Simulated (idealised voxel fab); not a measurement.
The document below concerns the process module designated voxel ribs on slabs.
In the cross-section labelled cut, the width is 230 nm and each square cell is 5 nm.
Cross-section spec: square-cell grid; bands listed top down; each band is one or more rows.
For a band, the entry starts with two heights in nm, that of the top and then that of the bottom, and carries on with the band's materials in order from left to right, each alongside its width in nm; the word "full width" beside a single material means it fills the band edge to edge, and "air" means empty space.
Below 0: as-received wafer, all one material; heights counted from there. Lowest band: no bottom, goes on down, written "0 -> down".
So if you see something like "30..40" for the width, read it as the top row of the band sitting at the first number and the bottom row at the second, with every row in between moving by the same amount as the last.
"all unchanged" -> step changed no cross-section cell.
Entry "Fully sealed voids". Content: empty spaces with no open connection to the top, size 8 cells or greater. Each: width x height at distance. Distance: from left edge. Unit: nm.
Post-settings text on a step line: simulator's own remark regarding the step.
The "overlay nm" setting may appear on a step's line; for a step that uses a mask, it gives how far to the right of its planned position the mask lay, and a negative value indicates the left.

This section lists the process steps that were planned
1. RECEIVE: material Si
2. DIRECTIONAL_DEP: material SiO2, thk nm 25
3. DIRECTIONAL_DEP: material SiN, thk nm 20
4. MASKED_ETCH: tone cover, mask id RIB, width nm 20, etch materials SiN, depth nm 10, overlay nm 0
5. PATTERN: tone cover, mask id SLAB, material resist, width nm 80, thk nm 15, overlay nm 0
6. DIRECTIONAL_ETCH: etch materials SiN, depth nm 10
7. STRIP: etch materials resist
8. FILL_DEP: material SiO2, thk nm 30
9. CMP: height nm 65
10. DIRECTIONAL_DEP: material TiN, thk nm 5
11. PATTERN: tone cover, mask id HEATER, material resist, width nm 30, thk nm 20, overlay nm 0
12. DIRECTIONAL_ETCH: etch materials TiN, depth nm 5
13. STRIP: etch materials resist
14. CONFORMAL_DEP: material SiO2, thk nm 10

Delivered wafer in cross-section: state after step 1
* 0 -> down: Si full width
* Fully sealed voids: none

Cross-sectional result after module completion. Note: starting condition and plan are unchanged from above; one processing mistake was made
* 70 -> 65: air: 100 | TiN: 30 | air: 100
* 65 -> 45: SiO2 full width
* 45 -> 35: SiO2: 105 | SiN: 20 | SiO2: 105
* 35 -> 25: SiO2: 75 | SiN: 80 | SiO2: 75
* 25 -> 0: SiO2 full width
* 0 -> down: Si full width
* Fully sealed voids: none
What was done differently from what was planned? plan step 14: skipped, not run
